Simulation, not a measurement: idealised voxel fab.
Process module, titled voxel double patterning
In the cross-section labelled cut, the width is 230 nm and each square cell is 5 nm.
Cross-section, as written here: a square-cell grid given band by band from the top down, where a band holds one or more rows of cells. Basically the band line says how high the top is and how high the bottom is, in nm, and then what's in it from left to right, every material with its width in nm. Empty space shows up as "air", and if a single material carries "everywhere" it runs the full band edge to edge. Heights are measured from 0, the level below which the as-received wafer is all one material; the lowest band has no bottom and continues downward, written as in "top 0, no bottom". Per-row width for "30..40": begins at first number (top row of band), ends at second number (bottom row), increment between rows held constant. "no modification" (step): cross-section cells unchanged, all of them. Closed empty spaces (no open way to the top) of 8 cells or more are what "Closed void list" lists, each as width x height at distance from the left edge, nm for all three. after a step's settings: what the simulator itself notes on the step. A step's line can hold "overlay nm"; with a mask on that step, the setting says how far right of the planned place the mask lay, while a negative setting says it lay to the left.
**The following list gives the planned process steps**
step 1: RECEIVE [material Si]
step 2: CONFORMAL_DEP [material SiO2] [thk nm 5]
step 3: DIRECTIONAL_DEP [material TiN] [thk nm 10]
step 4: DIRECTIONAL_DEP [material SiCN] [thk nm 5]
step 5: DIRECTIONAL_DEP [material aC] [thk nm 15]
step 6: PATTERN [tone open] [mask id FIRST] [material resist] [width nm 15] [pitch nm 50] [thk nm 30] [overlay nm 0]
step 7: DIRECTIONAL_ETCH [etch materials aC] [depth nm 15]
step 8: STRIP [etch materials resist]
step 9: DIRECTIONAL_ETCH [etch materials SiCN] [depth nm 5]
step 10: STRIP [etch materials aC]
step 11: MASKED_ETCH [tone open] [mask id SECOND] [width nm 15] [etch materials SiCN] [depth nm 5] [overlay nm 0]
step 12: DIRECTIONAL_ETCH [etch materials TiN] [depth nm 10]
step 13: STRIP [etch materials SiCN]
Wafers differ in width nm at step 6; plan lists the first wafer's value; identical starting state.
**As-received state after step 1, first of several wafers, cross-section**
	top 0, no bottom = Si everywhere
	Closed void list: none
**Quick look at the cross-section of the first of several wafers after step 13, which wraps up the module**
	top 15, bottom 5 = 80 nm TiN / 15 nm air / 10 nm TiN / 15 nm air / 10 nm TiN / 15 nm air / 85 nm TiN
	top 5, bottom 0 = SiO2 everywhere
	top 0, no bottom = Si everywhere
	Closed void list: none
**Wafer cross-section (last wafer, module end)**
	top 15, bottom 5 = 75 nm TiN / 45 nm air / 5 nm TiN / 30 nm air / 75 nm TiN
	top 5, bottom 0 = SiO2 everywhere
	top 0, no bottom = Si everywhere
	Closed void list: none
**Basically each wafer gets a line in the table, showing it at the end of the module: material by material, the cells it gained (+) or lost (-) since we got it, then its closed voids**
width nm 15, +46 SiO2, +74 TiN, Closed void list: none
width nm 20, +46 SiO2, +70 TiN, Closed void list: none
width nm 25, +46 SiO2, +66 TiN, Closed void list: none
width nm 30, +46 SiO2, +62 TiN, Closed void list: none
